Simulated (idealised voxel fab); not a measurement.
This section sets out a process module, namely voxel ribs on slabs.
155 nm wide, 5 nm square cells: that's cross-section cut.
For the purposes of this document, a cross-section shall be understood as a grid of square cells, specified as bands listed in top-to-bottom order, each band consisting of one or more rows of cells.
Band entry format. Leading values: height of top, height of bottom, nm. Remainder: materials in left-to-right order, each with its width in nm. Special words: "everywhere" on a single material, which then fills the band edge to edge; "blank", empty space.
Height reference: 0 = level under which incoming wafer is all one material. Lowest band: no bottom, runs on downward, e.g. "from 0 down".
A two-number width, for instance "30 to 40", indicates that the width is equal to the first number in the top row of the band and to the second number in the bottom row, and that it changes by a constant amount per row of cells.
When a step is marked "identical to before", none of the cells in the cross-section changed during that step.
Empty spaces without an open route to the top, at least 8 cells in extent, make up the entry "Closed cavity list"; each is given as width x height at distance, where the distance is measured from the left edge, and all are in nm.
Where a step's line continues beyond its settings, the continuation is a remark by the simulator itself on that step.
overlay nm, on a step with a mask: how far to the right of its planned place the mask lay; to the left if negative

THIS SECTION LISTS THE PROCESS STEPS THAT WERE PLANNED
1,RECEIVE: material Si
2,DIRECTIONAL_DEP: material SiO2, thk nm 20
3,DIRECTIONAL_DEP: material polySi, thk nm 20
4,PATTERN: tone cover, mask id RIB, material resist, width nm 15, thk nm 15, overlay nm 0
5,DIRECTIONAL_ETCH: etch materials polySi, depth nm 5
6,STRIP: etch materials resist
7,MASKED_ETCH: tone cover, mask id SLAB, width nm 75, etch materials polySi, depth nm 15, overlay nm 0
8,FILL_DEP: material SiO2, thk nm 30
9,CMP: height nm 60
10,DIRECTIONAL_DEP: material W, thk nm 5
11,DIRECTIONAL_DEP: material aC, thk nm 15
12,PATTERN: tone cover, mask id HEATER, material resist, width nm 25, thk nm 35, overlay nm 0
13,DIRECTIONAL_ETCH: etch materials aC, depth nm 15
14,STRIP: etch materials resist
15,DIRECTIONAL_ETCH: etch materials W, depth nm 5
16,STRIP: etch materials aC
17,CONFORMAL_DEP: material SiN, thk nm 10

CROSS-SECTION OF THE WAFER AS IT CAME TO US, I.E., ALREADY THROUGH STEP 1
  from 0 down  Si everywhere
  Closed cavity list: none

THE FOLLOWING CROSS-SECTION DEPICTS THE WAFER UPON CONCLUSION OF THE MODULE. PROCESSING COMMENCED FROM THE STARTING CONDITION ILLUSTRATED ABOVE AND ADHERED TO THE PLAN ILLUSTRATED ABOVE, SAVE FOR ONE MISTAKE IN EXECUTION
  from 75 to 70  55 blank, 45 SiN, 55 blank
  from 70 to 65  SiN everywhere
  from 65 to 60  65 SiN, 25 W, 65 SiN
  from 60 to 55  70 SiO2, 15 polySi, 70 SiO2
  from 55 to 40  40 SiO2, 75 polySi, 40 SiO2
  from 40 to 20  polySi everywhere
  from 20 to 0  SiO2 everywhere
  from 0 down  Si everywhere
  Closed cavity list: none
what went wrong: it should be noted that step 3 of the plan was executed twice
